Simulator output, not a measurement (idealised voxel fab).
Process module heading - voxel ribs on slabs
We display cut, a cross-section 185 nm in width whose square cells are each 5 nm.
The cross-sections in this document take the form of a grid made of square cells. They are written out as bands, in order from top to bottom. Each band consists of one or more rows of cells. Read a band's entry like this: the first values are the height of its top and the height of its bottom in nm, and what follows is the sequence of materials from left to right, each with its width in nm. Note that "blank" is empty space, and that a single material marked "edge to edge" reaches across the band from edge to edge. Height is counted from the level 0, under which the received wafer is composed throughout of one material. The lowest of the bands is not closed at the bottom but continues downward, in the notation "top 0, no bottom". Per-row width for "30->40": begins at first number (top row of band), ends at second number (bottom row), increment between rows held constant. The cross-section has no changed cell in any step marked "nothing got changed". For the entry "Voids, sealed", the listed items are empty spaces with no open way to the top whose size is 8 cells or more; each item follows the pattern width x height at distance, where distance is from the left edge and all three are in nm. That trailing text on a step's line, after the settings, is the simulator's own remark on the step. "overlay nm", when on a step's line for a step with a mask, measures how far to the right of its planned place the mask lay; a negative measure means to the left.

## Listed below are the process steps as planned
1 RECEIVE,material Si
2 DIRECTIONAL_DEP,material SiO2,thk nm 25
3 DIRECTIONAL_DEP,material SiN,thk nm 15
4 PATTERN,tone cover,mask id RIB,material resist,width nm 30,thk nm 15,overlay nm 0
5 DIRECTIONAL_ETCH,etch materials SiN,depth nm 5
6 STRIP,etch materials resist
7 DIRECTIONAL_DEP,material aC,thk nm 10
8 PATTERN,tone cover,mask id SLAB,material resist,width nm 60,thk nm 25,overlay nm 0
9 DIRECTIONAL_ETCH,etch materials aC,depth nm 10
10 STRIP,etch materials resist
11 DIRECTIONAL_ETCH,etch materials SiN,depth nm 10
12 STRIP,etch materials aC
13 FILL_DEP,material SiO2,thk nm 25
14 CMP,height nm 60
15 DIRECTIONAL_DEP,material W,thk nm 5
16 PATTERN,tone cover,mask id HEATER,material resist,width nm 40,thk nm 15,overlay nm 0
17 DIRECTIONAL_ETCH,etch materials W,depth nm 5
18 STRIP,etch materials resist
19 CONFORMAL_DEP,material SiN,thk nm 10

## Cross-section of the wafer at receipt, which is the condition after step 1
> top 0, no bottom: Si edge to edge
> Voids, sealed: none

## As-planned run: cross-section of the first of two wafers at end of module
> top 75, bottom 70: blank 60; SiN 60; blank 65
> top 70, bottom 65: SiN edge to edge
> top 65, bottom 60: SiN 70; W 40; SiN 75
> top 60, bottom 40: SiO2 edge to edge
> top 40, bottom 35: SiO2 75; SiN 30; SiO2 80
> top 35, bottom 25: SiO2 60; SiN 60; SiO2 65
> top 25, bottom 0: SiO2 edge to edge
> top 0, no bottom: Si edge to edge
> Voids, sealed: none

## Here's the second of our two wafers sectioned at module end. Same start as the first, same plan, but one mistake got made running it
> top 75, bottom 70: blank 60; SiN 60; blank 65
> top 70, bottom 65: SiN edge to edge
> top 65, bottom 60: SiN 70; W 40; SiN 75
> top 60, bottom 40: SiO2 edge to edge
> top 40, bottom 35: SiO2 75; SiN 30; SiO2 80
> top 35, bottom 25: SiO2 65; SiN 50; SiO2 70
> top 25, bottom 0: SiO2 edge to edge
> top 0, no bottom: Si edge to edge
> Voids, sealed: none
What broke from the plan during processing? it should be noted that step 8 was executed with settings other than those planned, the operation and settings actually applied being PATTERN,tone cover,mask id SLAB,material resist,width nm 50,thk nm 25,overlay nm 0
Wafer comparison, final, in cells, second relative to first, materials more or fewer: SiN -4 | SiO2 +4
